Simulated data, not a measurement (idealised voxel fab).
Title: Process Module voxel fin reveal
The figure presents cross-section cut, which has a width of 210 nm and is divided into square cells with an edge length of 5 nm.
Think of the cross-section as a grid of square cells. We describe it in bands, top to bottom, and each band covers one or more rows of those cells. Top height, bottom height, nm. Materials left to right, width each, nm. Single material + "throughout" = fills band edge to edge. "empty" = empty. Below 0: as-received wafer, all one material; heights counted from there. Lowest band: no bottom, goes on down, written "top 0, no bottom". So if you see something like "30->40" for the width, read it as the top row of the band sitting at the first number and the bottom row at the second, with every row in between moving by the same amount as the last. Basically "no alteration" means that step didn't change any cell in the cross-section. If an empty space has no open way to the top and is at least 8 cells in size, "Fully enclosed voids" lists it, written width x height at distance, where distance is measured from the left edge and every value is in nm. On each step's line, the part that comes after the settings is the simulator's own comment on the step. If you see "overlay nm" on a step's line and that step has a mask, it's telling you how far right of where it was planned the mask ended up; a negative number means it went left instead.

These are the steps we planned for the process:
1) RECEIVE, material Si
2) CONFORMAL_DEP, material SiN, thk nm 10
3) DIRECTIONAL_DEP, material aC, thk nm 15
4) PATTERN, tone cover, mask id FINS, material resist, width nm 15, pitch nm 40, thk nm 30, overlay nm 0
5) DIRECTIONAL_ETCH, etch materials aC, depth nm 15
6) STRIP, etch materials resist
7) DIRECTIONAL_ETCH, etch materials SiN, depth nm 10
8) DIRECTIONAL_ETCH, etch materials Si, depth nm 30
9) STRIP, etch materials aC
10) FILL_DEP, material SiO2, thk nm 15
11) CMP, height nm 10
12) SELECTIVE_ETCH, etch materials SiO2, depth nm 30
13) STRIP, etch materials SiN
14) CONFORMAL_DEP, material HfO2, thk nm 5

Cross-section of the wafer at receipt, which is the condition after step 1:
- top 0, no bottom = Si throughout
- Fully enclosed voids: none

Cross-section, end of module. Start: as above. Plan: as above. Execution: one mistake:
- top 5, bottom 0 = empty (60)  HfO2 (25)  empty (15)  HfO2 (25)  empty (85)
- top 0, bottom -15 = empty (60)  HfO2 (5)  Si (15)  HfO2 (5)  empty (15)  HfO2 (5)  Si (15)  HfO2 (5)  empty (85)
- top -15, bottom -20 = HfO2 (65)  Si (15)  HfO2 (25)  Si (15)  HfO2 (90)
- top -20, bottom -30 = SiO2 (65)  Si (15)  SiO2 (25)  Si (15)  SiO2 (90)
- top -30, no bottom = Si throughout
- Fully enclosed voids: none
So what did we get wrong on this run? step 4 ran differently from the plan; actual operation with settings: PATTERN, tone cover, mask id FINS, material resist, width nm 15, pitch nm 40, thk nm 30, overlay nm -10
